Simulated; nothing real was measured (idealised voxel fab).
Process module heading - voxel self aligned vias
Each square cell in cross-section cut measures 5 nm, and the section as a whole is 200 nm wide.
Cross-section spec: square-cell grid; bands listed top down; each band is one or more rows.
Heights first: top, then bottom, in nm. Then materials, left to right, each with a width in nm. "edge to edge" on a single material: fills the band edge to edge. "empty": empty space.
Heights are measured from 0, the level below which the as-received wafer is all one material; the lowest band has no bottom and continues downward, written as in "0 down".
A width such as "30..40" changes by the same amount from each row of cells to the next, from the band's top row to its bottom row.
Given "nothing got changed" for a step, no cell of the cross-section differs between before and after that step.
Closed empty spaces (no open way to the top) of 8 cells or more are what "Trapped void list" lists, each as width x height at distance from the left edge, nm for all three.
That trailing text on a step's line, after the settings, is the simulator's own remark on the step.
If you see "overlay nm" on a step's line and that step has a mask, it's telling you how far right of where it was planned the mask ended up; a negative number means it went left instead.

Process steps (planned):
1 RECEIVE (material Si)
2 CONFORMAL_DEP (material SiO2; thk nm 10)
3 CONFORMAL_DEP (material SiCN; thk nm 5)
4 DIRECTIONAL_DEP (material SiO2; thk nm 20)
5 MASKED_ETCH (tone open; mask id LINES; width nm 30; pitch nm 75; etch materials SiO2; depth nm 20; overlay nm 0)
6 CONFORMAL_DEP (material TiN; thk nm 5)
7 FILL_DEP (material Ru; thk nm 5)
8 CMP (height nm 35)
9 SELECTIVE_ETCH (etch materials W Ru TiN; depth nm 5)
10 FILL_DEP (material SiN; thk nm 5)
11 CMP (height nm 35)
12 DIRECTIONAL_DEP (material SiO2; thk nm 20)
13 MASKED_ETCH (tone open; mask id VIAS; width nm 50; pitch nm 75; etch materials SiO2; depth nm 20; overlay nm 0)
14 MASKED_ETCH (tone open; mask id VIAS; width nm 50; pitch nm 75; etch materials SiN; depth nm 5; overlay nm -15)
15 CONFORMAL_DEP (material TiN; thk nm 5)
16 FILL_DEP (material W; thk nm 5)
17 CMP (height nm 55)
18 CONFORMAL_DEP (material SiN; thk nm 5)
The value of overlay nm given for step 14 in the plan refers to the first wafer; the wafers vary in this setting and are alike at the start.

As-received state after step 1, first of several wafers, cross-section:
    0 down = Si edge to edge
    Trapped void list: none

Gained (+) or lost (-) cells of each material since receipt, then closed voids: one row per wafer, at the end of the module:
overlay nm -15 | +16 Ru | +40 SiCN | +42 SiN | +272 SiO2 | +56 TiN | +54 W | Trapped void list: none
overlay nm -10 | +16 Ru | +40 SiCN | +40 SiN | +272 SiO2 | +56 TiN | +56 W | Trapped void list: none
overlay nm -5 | +16 Ru | +40 SiCN | +40 SiN | +272 SiO2 | +56 TiN | +56 W | Trapped void list: none
overlay nm 0 | +16 Ru | +40 SiCN | +40 SiN | +272 SiO2 | +56 TiN | +56 W | Trapped void list: none
overlay nm 5 | +16 Ru | +40 SiCN | +40 SiN | +272 SiO2 | +56 TiN | +56 W | Trapped void list: none
overlay nm 10 | +16 Ru | +40 SiCN | +40 SiN | +272 SiO2 | +56 TiN | +56 W | Trapped void list: none
overlay nm 15 | +16 Ru | +40 SiCN | +42 SiN | +272 SiO2 | +56 TiN | +54 W | Trapped void list: none
